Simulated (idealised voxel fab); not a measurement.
The following is a process module called voxel wiring stack.
Each square cell in cross-section cut measures 5 nm, and the section as a whole is 235 nm wide.
Cross-section = grid of square cells, listed top down in bands; band = one or more rows.
Band: top height; bottom height; in nm. Then, left to right: material with width in nm, for each material. "edge to edge": a single material spanning edge to edge. "empty": empty space.
Where do heights start? At 0: under that level the wafer as delivered is made of one material only. And the lowest band has no floor; it just carries on downward, as in "from 0 down".
Note: "30 to 40" means the width goes from the first number (top row of the band) to the second number (bottom row) in equal steps per row of cells.
The cross-section has no changed cell in any step marked "no modification".
Entry "Closed voids list". Content: empty spaces with no open connection to the top, size 8 cells or greater. Each: width x height at distance. Distance: from left edge. Unit: nm.
Text after the settings on a step's line: the simulator's own remark on that step.
overlay nm: on a step with a mask, how far right of its planned place the mask lay; negative means left.
Steps planned for the process:
| 1 | RECEIVE: material Si |
| 2 | CONFORMAL_DEP: material SiO2, thk nm 10 |
| 3 | DIRECTIONAL_DEP: material TiN, thk nm 5 |
| 4 | DIRECTIONAL_DEP: material W, thk nm 15 |
| 5 | PATTERN: tone cover, mask id METAL_1, material resist, width nm 25, pitch nm 45, thk nm 20, overlay nm 0 |
| 6 | DIRECTIONAL_ETCH: etch materials W, depth nm 15 |
| 7 | DIRECTIONAL_ETCH: etch materials TiN, depth nm 5 |
| 8 | STRIP: etch materials resist |
| 9 | CONFORMAL_DEP: material SiCN, thk nm 5 |
| 10 | FILL_DEP: material SiO2, thk nm 5 |
| 11 | CMP: height nm 30 |
| 12 | CONFORMAL_DEP: material SiCN, thk nm 5 |
| 13 | DIRECTIONAL_DEP: material lowk, thk nm 15 |
| 14 | PATTERN: tone open, mask id PLUG_1, material resist, width nm 15, thk nm 20, overlay nm 0 |
| 15 | DIRECTIONAL_ETCH: etch materials lowk, depth nm 15 |
| 16 | DIRECTIONAL_ETCH: etch materials SiCN, depth nm 5 |
| 17 | STRIP: etch materials resist |
| 18 | EPI: material Ru, thk nm 10 |
| 19 | EPI: material Ru, thk nm 10 |
| 20 | CONFORMAL_DEP: material SiN, thk nm 5 |
| 21 | DIRECTIONAL_DEP: material SiO2, thk nm 25 |
| 22 | PATTERN: tone open, mask id METAL_2, material resist, width nm 25, pitch nm 45, thk nm 20, overlay nm 0 |
| 23 | DIRECTIONAL_ETCH: etch materials SiO2, depth nm 25 |
| 24 | DIRECTIONAL_ETCH: etch materials SiN, depth nm 5 |
| 25 | STRIP: etch materials resist |
| 26 | CONFORMAL_DEP: material TiN, thk nm 5 |
| 27 | FILL_DEP: material Cu, thk nm 10 |
| 28 | CMP: height nm 80 |
| 29 | CONFORMAL_DEP: material SiCN, thk nm 5 |
| 30 | DIRECTIONAL_DEP: material lowk, thk nm 10 |
| 31 | PATTERN: tone open, mask id PLUG_2, material resist, width nm 15, pitch nm 45, thk nm 20, overlay nm 0 |
| 32 | DIRECTIONAL_ETCH: etch materials lowk, depth nm 10 |
| 33 | DIRECTIONAL_ETCH: etch materials SiCN, depth nm 5 |
| 34 | STRIP: etch materials resist |
| 35 | EPI: material Ru, thk nm 10 |
| 36 | EPI: material Ru, thk nm 5 |
| 37 | DIRECTIONAL_DEP: material TiN, thk nm 5 |
| 38 | DIRECTIONAL_DEP: material Ru, thk nm 15 |
| 39 | DIRECTIONAL_DEP: material aC, thk nm 10 |
| 40 | PATTERN: tone cover, mask id METAL_3, material resist, width nm 25, pitch nm 45, thk nm 25, overlay nm 0 |
| 41 | DIRECTIONAL_ETCH: etch materials aC, depth nm 10 |
| 42 | STRIP: etch materials resist |
| 43 | DIRECTIONAL_ETCH: etch materials Ru, depth nm 15 |
| 44 | DIRECTIONAL_ETCH: etch materials TiN, depth nm 5 |
| 45 | STRIP: etch materials aC |
| 46 | CONFORMAL_DEP: material SiN, thk nm 5 |
| 47 | FILL_DEP: material lowk, thk nm 10 |
| 48 | CMP: height nm 115 |
| 49 | CONFORMAL_DEP: material SiCN, thk nm 5 |
| 50 | DIRECTIONAL_DEP: material SiO2, thk nm 25 |
| 51 | DIRECTIONAL_DEP: material aC, thk nm 10 |
| 52 | PATTERN: tone open, mask id METAL_4_HOLES, material resist, width nm 15, pitch nm 45, thk nm 25, overlay nm 0 |
| 53 | DIRECTIONAL_ETCH: etch materials aC, depth nm 10 |
| 54 | STRIP: etch materials resist |
| 55 | DIRECTIONAL_ETCH: etch materials SiO2, depth nm 25 |
| 56 | STRIP: etch materials aC |
| 57 | MASKED_ETCH: tone open, mask id METAL_4, width nm 25, pitch nm 45, etch materials SiO2, depth nm 15, overlay nm 0 |
| 58 | MASKED_ETCH: tone open, mask id METAL_4, width nm 25, pitch nm 45, etch materials SiCN, depth nm 5, overlay nm 0 |
| 59 | CONFORMAL_DEP: material TiN, thk nm 5 |
| 60 | FILL_DEP: material Cu, thk nm 5 |
| 61 | CMP: height nm 145 |
| 62 | CONFORMAL_DEP: material SiN, thk nm 5 |
Wafer as received: cross-section following step 1:
from 0 down = Si edge to edge
Closed voids list: none
Cross-sectional image of the first of two wafers at the end of the module, the run having proceeded as planned:
from 150 to 145 = SiN edge to edge
from 145 to 135 = 80 of SiO2 | 5 of TiN | 15 of Cu | 5 of TiN | 20 of SiO2 | 5 of TiN | 15 of Cu | 5 of TiN | 85 of SiO2
from 135 to 130 = 80 of SiO2 | 5 of TiN | 5 of Cu | 15 of TiN | 20 of SiO2 | 5 of TiN | 5 of Cu | 15 of TiN | 85 of SiO2
from 130 to 120 = 80 of SiO2 | 5 of TiN | 5 of Cu | 5 of TiN | 30 of SiO2 | 5 of TiN | 5 of Cu | 5 of TiN | 95 of SiO2
from 120 to 115 = 80 of SiCN | 15 of TiN | 30 of SiCN | 15 of TiN | 95 of SiCN
from 115 to 100 = 75 of lowk | 5 of SiN | 25 of Ru | 5 of SiN | 10 of lowk | 5 of SiN | 25 of Ru | 5 of SiN | 80 of lowk
from 100 to 95 = 80 of SiN | 25 of TiN | 20 of SiN | 25 of TiN | 85 of SiN
from 95 to 85 = 80 of lowk | 15 of Ru | 30 of lowk | 15 of Ru | 95 of lowk
from 85 to 80 = 80 of SiCN | 15 of Ru | 30 of SiCN | 15 of Ru | 95 of SiCN
from 80 to 55 = 80 of SiO2 | 5 of TiN | 15 of Cu | 5 of TiN | 20 of SiO2 | 5 of TiN | 15 of Cu | 5 of TiN | 85 of SiO2
from 55 to 50 = 80 of SiN | 25 of TiN | 20 of SiN | 25 of TiN | 85 of SiN
from 50 to 35 = 80 of lowk | 15 of Ru | 140 of lowk
from 35 to 30 = 80 of SiCN | 15 of Ru | 140 of SiCN
from 30 to 15 = 75 of SiO2 | 5 of SiCN | 25 of W | 5 of SiCN | 10 of SiO2 | 5 of SiCN | 25 of W | 5 of SiCN | 80 of SiO2
from 15 to 10 = 80 of SiCN | 25 of TiN | 20 of SiCN | 25 of TiN | 85 of SiCN
from 10 to 0 = SiO2 edge to edge
from 0 down = Si edge to edge
Closed voids list: none
Second wafer through the module, sectioned at the end: same beginning and same plan as the first wafer, with one mistake in carrying it out:
from 150 to 145 = SiN edge to edge
from 145 to 135 = 80 of SiO2 | 5 of TiN | 15 of Cu | 5 of TiN | 20 of SiO2 | 5 of TiN | 15 of Cu | 5 of TiN | 85 of SiO2
from 135 to 130 = 80 of SiO2 | 5 of TiN | 5 of Cu | 15 of TiN | 20 of SiO2 | 5 of TiN | 5 of Cu | 15 of TiN | 85 of SiO2
from 130 to 120 = 80 of SiO2 | 5 of TiN | 5 of Cu | 5 of TiN | 30 of SiO2 | 5 of TiN | 5 of Cu | 5 of TiN | 95 of SiO2
from 120 to 115 = 80 of SiCN | 15 of TiN | 30 of SiCN | 15 of TiN | 95 of SiCN
from 115 to 110 = 75 of lowk | 20 of SiN | 10 of Ru | 5 of SiN | 10 of lowk | 20 of SiN | 10 of Ru | 5 of SiN | 80 of lowk
from 110 to 100 = 75 of lowk | 5 of SiN | 25 of Ru | 5 of SiN | 10 of lowk | 5 of SiN | 25 of Ru | 5 of SiN | 80 of lowk
from 100 to 95 = 80 of SiN | 15 of Ru | 10 of TiN | 20 of SiN | 15 of Ru | 10 of TiN | 85 of SiN
from 95 to 90 = 80 of lowk | 15 of TiN | 30 of lowk | 15 of TiN | 95 of lowk
from 90 to 85 = lowk edge to edge
from 85 to 80 = SiCN edge to edge
from 80 to 55 = 80 of SiO2 | 5 of TiN | 15 of Cu | 5 of TiN | 20 of SiO2 | 5 of TiN | 15 of Cu | 5 of TiN | 85 of SiO2
from 55 to 50 = 80 of SiN | 25 of TiN | 20 of SiN | 25 of TiN | 85 of SiN
from 50 to 35 = 80 of lowk | 15 of Ru | 140 of lowk
from 35 to 30 = 80 of SiCN | 15 of Ru | 140 of SiCN
from 30 to 15 = 75 of SiO2 | 5 of SiCN | 25 of W | 5 of SiCN | 10 of SiO2 | 5 of SiCN | 25 of W | 5 of SiCN | 80 of SiO2
from 15 to 10 = 80 of SiCN | 25 of TiN | 20 of SiCN | 25 of TiN | 85 of SiCN
from 10 to 0 = SiO2 edge to edge
from 0 down = Si edge to edge
Closed voids list: none
Plan not followed: in deviation from the planned setting, step 32 was conducted as DIRECTIONAL_ETCH: etch materials lowk, depth nm 5
FYI, end of process, the second wafer has more or fewer cells of some materials than the first: 18 fewer of Ru | 6 more of SiCN | 6 more of SiN | 6 more of lowk
